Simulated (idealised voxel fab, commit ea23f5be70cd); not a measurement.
Process module name: voxel double patterning
We display cut, a cross-section 240 nm in width whose square cells are each 5 nm.
A cross-section is written here as square cells arranged in a grid, and it is given in bands from the top down, each band taking up one or more rows of cells. Each band's line starts with the height of the band's top and of its bottom, in nm. Then come its materials from left to right, each with its width in nm. One material with "all across" fills the band from edge to edge. "empty" is empty space. Where do heights start? At 0: under that level the wafer as delivered is made of one material only. And the lowest band has no floor; it just carries on downward, as in "0 and below". A two-number width, for instance "30->40", indicates that the width is equal to the first number in the top row of the band and to the second number in the bottom row, and that it changes by a constant amount per row of cells. "no alteration" -> step changed no cross-section cell. "Enclosed internal cavities": empty spaces of 8 cells or more with no open way to the top, each given as width x height at distance, distance from the left edge, all in nm. The remark found on a step's line after its settings is issued by the simulator itself and pertains to that step. The line of a step may include "overlay nm". On a step with a mask, this value is how far to the right of its planned place the mask lay. A negative value means the mask lay to the left.
plan:
1: RECEIVE | material Si
2: CONFORMAL_DEP | material SiO2 | thk nm 10
3: DIRECTIONAL_DEP | material W | thk nm 15
4: DIRECTIONAL_DEP | material SiCN | thk nm 5
5: PATTERN | tone open | mask id FIRST | material resist | width nm 15 | pitch nm 50 | thk nm 15 | overlay nm 0
6: DIRECTIONAL_ETCH | etch materials SiCN | depth nm 5
7: STRIP | etch materials resist
8: DIRECTIONAL_DEP | material aC | thk nm 10
9: PATTERN | tone open | mask id SECOND | material resist | width nm 15 | thk nm 30 | overlay nm -15
10: DIRECTIONAL_ETCH | etch materials aC | depth nm 10
11: STRIP | etch materials resist
12: DIRECTIONAL_ETCH | etch materials SiCN | depth nm 5
13: STRIP | etch materials aC
14: DIRECTIONAL_ETCH | etch materials W | depth nm 15
15: STRIP | etch materials SiCN
The wafers in this document start out alike and differ in the overlay nm applied at step 9; the plan shows the value used for the first wafer.
Cross-section of the first of several received wafers, showing its state after step 1:
	0 and below  Si all across
	Enclosed internal cavities: none
Below is a per-wafer table. In it, each row describes the wafer at the end of the module by giving, for each material, the number of cells gained (+) or lost (-) since the wafer was received, and after that the closed voids of the wafer:
overlay nm -15 | +96 SiO2 | +120 W | Enclosed internal cavities: none
overlay nm -10 | +96 SiO2 | +117 W | Enclosed internal cavities: none
overlay nm -5 | +96 SiO2 | +117 W | Enclosed internal cavities: none
overlay nm 0 | +96 SiO2 | +117 W | Enclosed internal cavities: none
overlay nm 5 | +96 SiO2 | +117 W | Enclosed internal cavities: none
overlay nm 10 | +96 SiO2 | +117 W | Enclosed internal cavities: none
overlay nm 15 | +96 SiO2 | +120 W | Enclosed internal cavities: none
